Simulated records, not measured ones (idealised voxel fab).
process module | voxel ribs on slabs
cross-section cut | 240 nm wide | cells 5 nm
A cross-section is a grid of square cells, given in bands from the top down. A band is one or more rows of cells.
Each band's line starts with the height of the band's top and of its bottom, in nm. Then come its materials from left to right, each with its width in nm. One material with "throughout" fills the band from edge to edge. "air" is empty space.
Height 0 is the level under which the wafer as received is all one material. The lowest band goes on downwards, as in "0 down".
A width such as "30 to 40" changes by the same amount from each row of cells to the next, from the band's top row to its bottom row.
"no change" after a step means that no cell of the cross-section changed.
closed voids: empty space of 8 cells or more with no open way to the top, each as width x height at its distance from the left edge, in nm
after a step's settings: what the simulator itself notes on the step
overlay nm, on a step with a mask: how far to the right of its planned place the mask lay; to the left if negative
plan
1 op RECEIVE | material Si
2 op DIRECTIONAL_DEP | material SiO2 | thk nm 25
3 op DIRECTIONAL_DEP | material polySi | thk nm 20
4 op PATTERN | tone cover | mask id RIB | material resist | width nm 25 | thk nm 15 | overlay nm 0
5 op DIRECTIONAL_ETCH | etch materials polySi | depth nm 5
6 op STRIP | etch materials resist
7 op PATTERN | tone cover | mask id SLAB | material resist | width nm 75 | thk nm 20 | overlay nm 0
8 op DIRECTIONAL_ETCH | etch materials polySi | depth nm 15
9 op STRIP | etch materials resist
10 op FILL_DEP | material SiO2 | thk nm 25
11 op CMP | height nm 65
12 op DIRECTIONAL_DEP | material TiN | thk nm 10
13 op MASKED_ETCH | tone cover | mask id HEATER | width nm 35 | etch materials TiN | depth nm 10 | overlay nm 0
14 op CONFORMAL_DEP | material SiO2 | thk nm 5
as received, after step 1
  0 down: Si throughout
  closed voids: none
first wafer at the end, as planned
  80 to 75: air 95 | SiO2 45 | air 100
  75 to 70: air 95 | SiO2 5 | TiN 35 | SiO2 5 | air 100
  70 to 65: SiO2 100 | TiN 35 | SiO2 105
  65 to 45: SiO2 throughout
  45 to 40: SiO2 105 | polySi 25 | SiO2 110
  40 to 25: SiO2 80 | polySi 75 | SiO2 85
  25 to 0: SiO2 throughout
  0 down: Si throughout
  closed voids: none
second wafer at the end: like start, like plan, one mistake
  80 to 75: SiO2 throughout
  75 to 65: polySi throughout
  65 to 45: SiO2 throughout
  45 to 40: SiO2 105 | polySi 25 | SiO2 110
  40 to 25: SiO2 80 | polySi 75 | SiO2 85
  25 to 0: SiO2 throughout
  0 down: Si throughout
  closed voids: none
what went wrong: step 12 ran as: op DIRECTIONAL_DEP | material polySi | thk nm 10
at the end the second wafer has, in cells: 4 fewer of SiO2 | 14 fewer of TiN | 96 more of polySi
